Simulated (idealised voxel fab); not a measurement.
You're looking at the process module voxel self aligned contacts.
Pictured: cross-section cut, 300 nm wide, on a grid of 5 nm square cells.
Just so we're on the same page, the cross-sections are grids of square cells, and they're listed out in bands top to bottom, each band one or more rows deep.
Look at the band entry: it leads with the top's height and the bottom's height in nm. Then it lists the materials left to right, with a width in nm for each. The word "edge to edge" on a single material says that material fills the band edge to edge. The word "blank" is empty space.
Heads up on the height convention: 0 is the point under which the incoming wafer is all one material, and the lowest band has no bottom, it just keeps going down, like "0 down".
Width "30 to 40": first value at the band's top row of cells, second value at its bottom row, equal change from row to row.
"identical to before" means the step left every cell of the cross-section as it was.
Entry "Enclosed voids" = empty spaces >= 8 cells with no open way to the top; each as width x height at distance, distance from left edge, all nm.
Post-settings text on a step line: simulator's own remark regarding the step.
overlay nm: for a step with a mask, the amount by which the mask lay right of where it was planned; a negative amount means left of it.
Steps in the process plan
1 RECEIVE: material Si
2 OXIDIZE: depth nm 5
3 DIRECTIONAL_DEP: material polySi, thk nm 20
4 DIRECTIONAL_DEP: material SiN, thk nm 15
5 MASKED_ETCH: tone cover, mask id GATE, width nm 25, pitch nm 60, etch materials SiN, depth nm 15, overlay nm 0
6 MASKED_ETCH: tone cover, mask id GATE, width nm 25, pitch nm 60, etch materials polySi, depth nm 20, overlay nm 0
7 CONFORMAL_DEP: material SiN, thk nm 5
8 DIRECTIONAL_ETCH: etch materials SiN, depth nm 5
9 FILL_DEP: material SiO2, thk nm 15
10 CMP: height nm 40
11 DIRECTIONAL_DEP: material aC, thk nm 10
12 PATTERN: tone open, mask id CONTACT, material resist, width nm 45, thk nm 30, overlay nm 0
13 DIRECTIONAL_ETCH: etch materials aC, depth nm 10
14 STRIP: etch materials resist
15 DIRECTIONAL_ETCH: etch materials SiO2, depth nm 45
16 STRIP: etch materials aC
17 CONFORMAL_DEP: material TiN, thk nm 5
18 FILL_DEP: material Ru, thk nm 5
19 CMP: height nm 40
20 CONFORMAL_DEP: material SiN, thk nm 5
So, the first of our two wafers, run just as we planned it
Wafer at receipt (post step 1), cross-section
0 down: Si edge to edge
Enclosed voids: none
Once step 2 is through, the wafer looks like this in cross-section
0 to -5: SiO2 edge to edge
Below a height of -5, the structure has not been altered.
Once step 3 is through, the wafer looks like this in cross-section
20 to 0: polySi edge to edge
Below a height of 0, the structure has not been altered.
Once step 4 is through, the wafer looks like this in cross-section
35 to 20: SiN edge to edge
Below a height of 20, the structure has not been altered.
Once step 5 is through, the wafer looks like this in cross-section
35 to 20: blank=105; SiN=25; blank=35; SiN=25; blank=110
Below a height of 20, the structure has not been altered.
Once step 6 is through, the wafer looks like this in cross-section
35 to 20: blank=105; SiN=25; blank=35; SiN=25; blank=110
20 to 0: blank=105; polySi=25; blank=35; polySi=25; blank=110
Below a height of 0, the structure has not been altered.
Once step 7 is through, the wafer looks like this in cross-section
40 to 20: blank=100; SiN=35; blank=25; SiN=35; blank=105
20 to 5: blank=100; SiN=5; polySi=25; SiN=5; blank=25; SiN=5; polySi=25; SiN=5; blank=105
5 to 0: SiN=105; polySi=25; SiN=35; polySi=25; SiN=110
Below a height of 0, the structure has not been altered.
Once step 8 is through, the wafer looks like this in cross-section
35 to 20: blank=100; SiN=35; blank=25; SiN=35; blank=105
20 to 0: blank=100; SiN=5; polySi=25; SiN=5; blank=25; SiN=5; polySi=25; SiN=5; blank=105
Below a height of 0, the structure has not been altered.
Once step 9 is through, the wafer looks like this in cross-section
50 to 35: SiO2 edge to edge
35 to 20: SiO2=100; SiN=35; SiO2=25; SiN=35; SiO2=105
20 to 0: SiO2=100; SiN=5; polySi=25; SiN=5; SiO2=25; SiN=5; polySi=25; SiN=5; SiO2=105
Below a height of 0, the structure has not been altered.
Once step 10 is through, the wafer looks like this in cross-section
40 to 35: SiO2 edge to edge
Below a height of 35, the structure has not been altered.
Once step 11 is through, the wafer looks like this in cross-section
50 to 40: aC edge to edge
Below a height of 40, the structure has not been altered.
Once step 12 is through, the wafer looks like this in cross-section
80 to 50: resist=125; blank=45; resist=130
Below a height of 50, the structure has not been altered.
Once step 13 is through, the wafer looks like this in cross-section
70 to 50: resist=125; blank=45; resist=130
50 to 40: aC=125; blank=45; aC=130
Below a height of 40, the structure has not been altered.
Once step 14 is through, the wafer looks like this in cross-section
50 to 40: aC=125; blank=45; aC=130
Below a height of 40, the structure has not been altered.
Once step 15 is through, the wafer looks like this in cross-section
50 to 40: aC=125; blank=45; aC=130
40 to 35: SiO2=125; blank=45; SiO2=130
35 to 20: SiO2=100; SiN=35; blank=25; SiN=35; SiO2=105
20 to 0: SiO2=100; SiN=5; polySi=25; SiN=5; blank=25; SiN=5; polySi=25; SiN=5; SiO2=105
0 to -5: SiO2=135; blank=25; SiO2=140
Below a height of -5, the structure has not been altered.
Once step 16 is through, the wafer looks like this in cross-section
40 to 35: SiO2=125; blank=45; SiO2=130
Below a height of 35, the structure has not been altered.
Once step 17 is through, the wafer looks like this in cross-section
45 to 40: TiN=130; blank=35; TiN=135
40 to 35: SiO2=125; TiN=15; blank=15; TiN=15; SiO2=130
35 to 20: SiO2=100; SiN=35; TiN=5; blank=15; TiN=5; SiN=35; SiO2=105
20 to 0: SiO2=100; SiN=5; polySi=25; SiN=5; TiN=5; blank=15; TiN=5; SiN=5; polySi=25; SiN=5; SiO2=105
0 to -5: SiO2=135; TiN=25; SiO2=140
Below a height of -5, the structure has not been altered.
Once step 18 is through, the wafer looks like this in cross-section
50 to 45: Ru edge to edge
45 to 40: TiN=130; Ru=35; TiN=135
40 to 35: SiO2=125; TiN=15; Ru=15; TiN=15; SiO2=130
35 to 20: SiO2=100; SiN=35; TiN=5; Ru=15; TiN=5; SiN=35; SiO2=105
20 to 0: SiO2=100; SiN=5; polySi=25; SiN=5; TiN=5; Ru=15; TiN=5; SiN=5; polySi=25; SiN=5; SiO2=105
Below a height of 0, the structure has not been altered.
Once step 19 is through, the wafer looks like this in cross-section
40 to 35: SiO2=125; TiN=15; Ru=15; TiN=15; SiO2=130
Below a height of 35, the structure has not been altered.
Once step 20 is through, the wafer looks like this in cross-section
45 to 40: SiN edge to edge
Below a height of 40, the structure has not been altered.
Second wafer. Start and plan as for the first. One mistake made in running. Agrees with the first up to and including step 4
X-section, second wafer, when step 5 was due to finish
35 to 20: SiN=105; blank=25; SiN=35; blank=25; SiN=110
Below a height of 20, the structure has not been altered.
X-section, second wafer, when step 6 was due to finish: identical to before
X-section, second wafer, when step 7 was due to finish
40 to 25: SiN=110; blank=15; SiN=45; blank=15; SiN=115
25 to 20: SiN edge to edge
Below a height of 20, the structure has not been altered.
X-section, second wafer, when step 8 was due to finish
35 to 20: SiN=110; blank=15; SiN=45; blank=15; SiN=115
Below a height of 20, the structure has not been altered.
X-section, second wafer, when step 9 was due to finish
50 to 35: SiO2 edge to edge
35 to 20: SiN=110; SiO2=15; SiN=45; SiO2=15; SiN=115
Below a height of 20, the structure has not been altered.
X-section, second wafer, when step 10 was due to finish
40 to 35: SiO2 edge to edge
Below a height of 35, the structure has not been altered.
X-section, second wafer, when step 11 was due to finish
50 to 40: aC edge to edge
Below a height of 40, the structure has not been altered.
X-section, second wafer, when step 12 was due to finish
80 to 50: resist=125; blank=45; resist=130
Below a height of 50, the structure has not been altered.
X-section, second wafer, when step 13 was due to finish
70 to 50: resist=125; blank=45; resist=130
50 to 40: aC=125; blank=45; aC=130
Below a height of 40, the structure has not been altered.
X-section, second wafer, when step 14 was due to finish
50 to 40: aC=125; blank=45; aC=130
Below a height of 40, the structure has not been altered.
X-section, second wafer, when step 15 was due to finish
50 to 40: aC=125; blank=45; aC=130
40 to 35: SiO2=125; blank=45; SiO2=130
Below a height of 35, the structure has not been altered.
X-section, second wafer, when step 16 was due to finish
40 to 35: SiO2=125; blank=45; SiO2=130
Below a height of 35, the structure has not been altered.
X-section, second wafer, when step 17 was due to finish
45 to 40: TiN=130; blank=35; TiN=135
40 to 35: SiO2=125; TiN=45; SiO2=130
Below a height of 35, the structure has not been altered.
X-section, second wafer, when step 18 was due to finish
50 to 45: Ru edge to edge
45 to 40: TiN=130; Ru=35; TiN=135
Below a height of 40, the structure has not been altered.
X-section, second wafer, when step 19 was due to finish
40 to 35: SiO2=125; TiN=45; SiO2=130
Below a height of 35, the structure has not been altered.
X-section, second wafer, when step 20 was due to finish
45 to 40: SiN edge to edge
Below a height of 40, the structure has not been altered.
The mistake made against the process plan was this: step 5: run off-plan, actual operation and settings MASKED_ETCH: tone open, mask id GATE, width nm 25, pitch nm 60, etch materials SiN, depth nm 15, overlay nm 0
In the final state, the cell counts of the second wafer exceed or fall short of those of the first for the following materials: 24 fewer of Ru; 104 more of SiN; 264 fewer of SiO2; 16 fewer of TiN; 200 more of polySi
